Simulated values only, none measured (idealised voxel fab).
The following process module bears the name voxel fin reveal.
Square cell edge 5 nm, section width 180 nm, ID cut.
Cross-section layout: square cells on a grid; listed as bands, top to bottom; a band spans one or more cell rows. Basically the band line says how high the top is and how high the bottom is, in nm, and then what's in it from left to right, every material with its width in nm. Empty space shows up as "blank", and if a single material carries "throughout" it runs the full band edge to edge. Basically, 0 is our baseline, since under it the wafer straight out of the box is all one material. The bottom band has no lower end and keeps on going down, so it looks like "z 0 and below". The expression "30->40" gives the width at the extremes of the band, the first number at its top row of cells and the second at its bottom row, with the width changing by equal amounts from each row to the next in between. For the purposes of this document, the phrase "remained the same" attached to a step denotes that no cell within the cross-section was modified by that step. The label "Unvented voids" introduces a list of the empty spaces, 8 cells or larger, that have no open way up to the top; each entry in it reads width x height at distance, where the distance is taken from the left edge and all three are stated in nm. That trailing text on a step's line, after the settings, is the simulator's own remark on the step. overlay nm: mask offset rightward from planned place, masked step; negative means leftward offset.

The planned process steps are enumerated hereunder
- 1: op RECEIVE | material Si
- 2: op CONFORMAL_DEP | material SiN | thk nm 10
- 3: op DIRECTIONAL_DEP | material aC | thk nm 10
- 4: op PATTERN | tone cover | mask id FINS | material resist | width nm 15 | pitch nm 35 | thk nm 30 | overlay nm -15
- 5: op DIRECTIONAL_ETCH | etch materials aC | depth nm 10
- 6: op STRIP | etch materials resist
- 7: op DIRECTIONAL_ETCH | etch materials SiN | depth nm 10
- 8: op DIRECTIONAL_ETCH | etch materials Si | depth nm 40
- 9: op STRIP | etch materials aC
- 10: op FILL_DEP | material SiO2 | thk nm 5
- 11: op CMP | height nm 10
- 12: op SELECTIVE_ETCH | etch materials SiO2 | depth nm 25
- 13: op STRIP | etch materials SiN
- 14: op CONFORMAL_DEP | material SiO2 | thk nm 5
Same starting wafers, different overlay nm at step 4. Plan value belongs to the first wafer.

First of several wafers, received after step 1, in cross-section
- z 0 and below  Si throughout
- Unvented voids: none

Tabulated below, wafer by wafer, are the end-of-module results: for each material, the number of cells gained (+) or lost (-) relative to the as-received state, followed by the closed voids
overlay nm -15 | -216 Si | +189 SiO2 | Unvented voids: none
overlay nm -10 | -216 Si | +189 SiO2 | Unvented voids: none
overlay nm -5 | -216 Si | +189 SiO2 | Unvented voids: none
overlay nm 0 | -216 Si | +189 SiO2 | Unvented voids: none
overlay nm 5 | -216 Si | +189 SiO2 | Unvented voids: none
overlay nm 10 | -216 Si | +189 SiO2 | Unvented voids: none
overlay nm 15 | -216 Si | +189 SiO2 | Unvented voids: none
